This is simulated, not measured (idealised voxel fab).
The following process module bears the name voxel gate over fins.
Shown is cross-section cut, with a width of 250 nm and square cells of size 5 nm.
Cross-section, as written here: a square-cell grid given band by band from the top down, where a band holds one or more rows of cells.
The entry gives the band's vertical extent as a top height and a bottom height in nm, then its horizontal make-up as materials from left to right, each with a width in nm. "empty" stands for empty space; a single material marked "all across" fills the band edge to edge.
Height datum 0, below which the as-received substrate wafer is one material. Lowest band open at the bottom, running downward: "from 0 down".
Width: "30..40" (first number = top row, second number = bottom row, same change from row to row of cells).
Where a step carries "stayed the same", the cross-section came out of it unchanged, cell for cell.
"Closed empty spaces" specifies each empty space that is not open to the top and that occupies no fewer than 8 cells, using the form width x height at distance, the distance measured from the left edge and all three quantities in nm.
That trailing text on a step's line, after the settings, is the simulator's own remark on the step.
overlay nm: step with mask; distance mask lay right of planned place; negative value = left of planned place.

## So here's the lineup of process steps we planned
| 1 | RECEIVE, material Si |
| 2 | CONFORMAL_DEP, material SiN, thk nm 10 |
| 3 | PATTERN, tone cover, mask id FINS, material resist, width nm 15, pitch nm 35, thk nm 20, overlay nm 0 |
| 4 | DIRECTIONAL_ETCH, etch materials SiN, depth nm 10 |
| 5 | DIRECTIONAL_ETCH, etch materials Si, depth nm 35 |
| 6 | STRIP, etch materials resist |
| 7 | FILL_DEP, material SiO2, thk nm 10 |
| 8 | CMP, height nm 10 |
| 9 | SELECTIVE_ETCH, etch materials SiO2, depth nm 25 |
| 10 | STRIP, etch materials SiN |
| 11 | CONFORMAL_DEP, material HfO2, thk nm 5 |
| 12 | CONFORMAL_DEP, material TiN, thk nm 5 |
| 13 | CONFORMAL_DEP, material TiAl, thk nm 5 |
| 14 | CONFORMAL_DEP, material TiN, thk nm 5 |
| 15 | FILL_DEP, material W, thk nm 10 |
| 16 | CMP, height nm 25 |
| 17 | CONFORMAL_DEP, material SiN, thk nm 5 |

## The first of the two wafers, which ran as planned

## Wafer cross-section on receipt, i.e. after step 1
- from 0 down  Si all across
- Closed empty spaces: none

## You're looking at a cross-section of the wafer after step 2
- from 10 to 0  SiN all across
- At heights below 0, the structure remains unaltered.

## You're looking at a cross-section of the wafer after step 3
- from 30 to 10  empty 100 | resist 15 | empty 20 | resist 15 | empty 100
- At heights below 10, the structure remains unaltered.

## You're looking at a cross-section of the wafer after step 4
- from 30 to 10  empty 100 | resist 15 | empty 20 | resist 15 | empty 100
- from 10 to 0  empty 100 | SiN 15 | empty 20 | SiN 15 | empty 100
- At heights below 0, the structure remains unaltered.

## You're looking at a cross-section of the wafer after step 5
- from 30 to 10  empty 100 | resist 15 | empty 20 | resist 15 | empty 100
- from 10 to 0  empty 100 | SiN 15 | empty 20 | SiN 15 | empty 100
- from 0 to -35  empty 100 | Si 15 | empty 20 | Si 15 | empty 100
- At heights below -35, the structure remains unaltered.

## You're looking at a cross-section of the wafer after step 6
- from 10 to 0  empty 100 | SiN 15 | empty 20 | SiN 15 | empty 100
- At heights below 0, the structure remains unaltered.

## You're looking at a cross-section of the wafer after step 7
- from 20 to 10  SiO2 all across
- from 10 to 0  SiO2 100 | SiN 15 | SiO2 20 | SiN 15 | SiO2 100
- from 0 to -35  SiO2 100 | Si 15 | SiO2 20 | Si 15 | SiO2 100
- At heights below -35, the structure remains unaltered.

## You're looking at a cross-section of the wafer after step 8
- from 10 to 0  SiO2 100 | SiN 15 | SiO2 20 | SiN 15 | SiO2 100
- At heights below 0, the structure remains unaltered.

## You're looking at a cross-section of the wafer after step 9
- from 10 to 0  empty 100 | SiN 15 | empty 20 | SiN 15 | empty 100
- from 0 to -15  empty 100 | Si 15 | empty 20 | Si 15 | empty 100
- At heights below -15, the structure remains unaltered.

## You're looking at a cross-section of the wafer after step 10
- from 0 to -15  empty 100 | Si 15 | empty 20 | Si 15 | empty 100
- At heights below -15, the structure remains unaltered.

## You're looking at a cross-section of the wafer after step 11
- from 5 to 0  empty 95 | HfO2 25 | empty 10 | HfO2 25 | empty 95
- from 0 to -10  empty 95 | HfO2 5 | Si 15 | HfO2 5 | empty 10 | HfO2 5 | Si 15 | HfO2 5 | empty 95
- from -10 to -15  HfO2 100 | Si 15 | HfO2 20 | Si 15 | HfO2 100
- At heights below -15, the structure remains unaltered.

## You're looking at a cross-section of the wafer after step 12
- from 10 to 5  empty 90 | TiN 70 | empty 90
- from 5 to 0  empty 90 | TiN 5 | HfO2 25 | TiN 10 | HfO2 25 | TiN 5 | empty 90
- from 0 to -5  empty 90 | TiN 5 | HfO2 5 | Si 15 | HfO2 5 | TiN 10 | HfO2 5 | Si 15 | HfO2 5 | TiN 5 | empty 90
- from -5 to -10  TiN 95 | HfO2 5 | Si 15 | HfO2 5 | TiN 10 | HfO2 5 | Si 15 | HfO2 5 | TiN 95
- At heights below -10, the structure remains unaltered.

## You're looking at a cross-section of the wafer after step 13
- from 15 to 10  empty 85 | TiAl 80 | empty 85
- from 10 to 5  empty 85 | TiAl 5 | TiN 70 | TiAl 5 | empty 85
- from 5 to 0  empty 85 | TiAl 5 | TiN 5 | HfO2 25 | TiN 10 | HfO2 25 | TiN 5 | TiAl 5 | empty 85
- from 0 to -5  TiAl 90 | TiN 5 | HfO2 5 | Si 15 | HfO2 5 | TiN 10 | HfO2 5 | Si 15 | HfO2 5 | TiN 5 | TiAl 90
- At heights below -5, the structure remains unaltered.

## You're looking at a cross-section of the wafer after step 14
- from 20 to 15  empty 80 | TiN 90 | empty 80
- from 15 to 10  empty 80 | TiN 5 | TiAl 80 | TiN 5 | empty 80
- from 10 to 5  empty 80 | TiN 5 | TiAl 5 | TiN 70 | TiAl 5 | TiN 5 | empty 80
- from 5 to 0  TiN 85 | TiAl 5 | TiN 5 | HfO2 25 | TiN 10 | HfO2 25 | TiN 5 | TiAl 5 | TiN 85
- At heights below 0, the structure remains unaltered.

## You're looking at a cross-section of the wafer after step 15
- from 30 to 20  W all across
- from 20 to 15  W 80 | TiN 90 | W 80
- from 15 to 10  W 80 | TiN 5 | TiAl 80 | TiN 5 | W 80
- from 10 to 5  W 80 | TiN 5 | TiAl 5 | TiN 70 | TiAl 5 | TiN 5 | W 80
- At heights below 5, the structure remains unaltered.

## You're looking at a cross-section of the wafer after step 16
- from 25 to 20  W all across
- At heights below 20, the structure remains unaltered.

## You're looking at a cross-section of the wafer after step 17
- from 30 to 25  SiN all across
- At heights below 25, the structure remains unaltered.

## Now the other wafer: same start, same recipe, but we messed up one thing when running it. Up to and including step 2 it's the same as the first one

## Second wafer, sectioned view, at step 3's planned end time
- from 30 to 10  empty 100 | resist 20 | empty 15 | resist 20 | empty 95
- At heights below 10, the structure remains unaltered.

## Second wafer, sectioned view, at step 4's planned end time
- from 30 to 10  empty 100 | resist 20 | empty 15 | resist 20 | empty 95
- from 10 to 0  empty 100 | SiN 20 | empty 15 | SiN 20 | empty 95
- At heights below 0, the structure remains unaltered.

## Second wafer, sectioned view, at step 5's planned end time
- from 30 to 10  empty 100 | resist 20 | empty 15 | resist 20 | empty 95
- from 10 to 0  empty 100 | SiN 20 | empty 15 | SiN 20 | empty 95
- from 0 to -35  empty 100 | Si 20 | empty 15 | Si 20 | empty 95
- At heights below -35, the structure remains unaltered.

## Second wafer, sectioned view, at step 6's planned end time
- from 10 to 0  empty 100 | SiN 20 | empty 15 | SiN 20 | empty 95
- At heights below 0, the structure remains unaltered.

## Second wafer, sectioned view, at step 7's planned end time
- from 20 to 10  SiO2 all across
- from 10 to 0  SiO2 100 | SiN 20 | SiO2 15 | SiN 20 | SiO2 95
- from 0 to -35  SiO2 100 | Si 20 | SiO2 15 | Si 20 | SiO2 95
- At heights below -35, the structure remains unaltered.

## Second wafer, sectioned view, at step 8's planned end time
- from 10 to 0  SiO2 100 | SiN 20 | SiO2 15 | SiN 20 | SiO2 95
- At heights below 0, the structure remains unaltered.

## Second wafer, sectioned view, at step 9's planned end time
- from 10 to 0  empty 100 | SiN 20 | empty 15 | SiN 20 | empty 95
- from 0 to -15  empty 100 | Si 20 | empty 15 | Si 20 | empty 95
- At heights below -15, the structure remains unaltered.

## Second wafer, sectioned view, at step 10's planned end time
- from 0 to -15  empty 100 | Si 20 | empty 15 | Si 20 | empty 95
- At heights below -15, the structure remains unaltered.

## Second wafer, sectioned view, at step 11's planned end time
- from 5 to 0  empty 95 | HfO2 30 | empty 5 | HfO2 30 | empty 90
- from 0 to -10  empty 95 | HfO2 5 | Si 20 | HfO2 5 | empty 5 | HfO2 5 | Si 20 | HfO2 5 | empty 90
- from -10 to -15  HfO2 100 | Si 20 | HfO2 15 | Si 20 | HfO2 95
- At heights below -15, the structure remains unaltered.

## Second wafer, sectioned view, at step 12's planned end time
- from 10 to 5  empty 90 | TiN 75 | empty 85
- from 5 to 0  empty 90 | TiN 5 | HfO2 30 | TiN 5 | HfO2 30 | TiN 5 | empty 85
- from 0 to -5  empty 90 | TiN 5 | HfO2 5 | Si 20 | HfO2 5 | TiN 5 | HfO2 5 | Si 20 | HfO2 5 | TiN 5 | empty 85
- from -5 to -10  TiN 95 | HfO2 5 | Si 20 | HfO2 5 | TiN 5 | HfO2 5 | Si 20 | HfO2 5 | TiN 90
- At heights below -10, the structure remains unaltered.

## Second wafer, sectioned view, at step 13's planned end time
- from 15 to 10  empty 85 | TiAl 85 | empty 80
- from 10 to 5  empty 85 | TiAl 5 | TiN 75 | TiAl 5 | empty 80
- from 5 to 0  empty 85 | TiAl 5 | TiN 5 | HfO2 30 | TiN 5 | HfO2 30 | TiN 5 | TiAl 5 | empty 80
- from 0 to -5  TiAl 90 | TiN 5 | HfO2 5 | Si 20 | HfO2 5 | TiN 5 | HfO2 5 | Si 20 | HfO2 5 | TiN 5 | TiAl 85
- At heights below -5, the structure remains unaltered.

## Second wafer, sectioned view, at step 14's planned end time
- from 20 to 15  empty 80 | TiN 95 | empty 75
- from 15 to 10  empty 80 | TiN 5 | TiAl 85 | TiN 5 | empty 75
- from 10 to 5  empty 80 | TiN 5 | TiAl 5 | TiN 75 | TiAl 5 | TiN 5 | empty 75
- from 5 to 0  TiN 85 | TiAl 5 | TiN 5 | HfO2 30 | TiN 5 | HfO2 30 | TiN 5 | TiAl 5 | TiN 80
- At heights below 0, the structure remains unaltered.

## Second wafer, sectioned view, at step 15's planned end time
- from 30 to 20  W all across
- from 20 to 15  W 80 | TiN 95 | W 75
- from 15 to 10  W 80 | TiN 5 | TiAl 85 | TiN 5 | W 75
- from 10 to 5  W 80 | TiN 5 | TiAl 5 | TiN 75 | TiAl 5 | TiN 5 | W 75
- At heights below 5, the structure remains unaltered.

## Second wafer, sectioned view, at step 16's planned end time
- from 25 to 20  W all across
- At heights below 20, the structure remains unaltered.

## Second wafer, sectioned view, at step 17's planned end time
- from 30 to 25  SiN all across
- At heights below 25, the structure remains unaltered.
Heads up, the wafer didn't run the way we planned it: step 3 deviated from plan and actually ran as PATTERN, tone cover, mask id FINS, material resist, width nm 20, pitch nm 35, thk nm 20, overlay nm 0
At the finish, the second wafer shows more or fewer cells for some materials than the first does: 14 more of Si, 8 fewer of SiO2, 3 fewer of TiN, 3 fewer of W
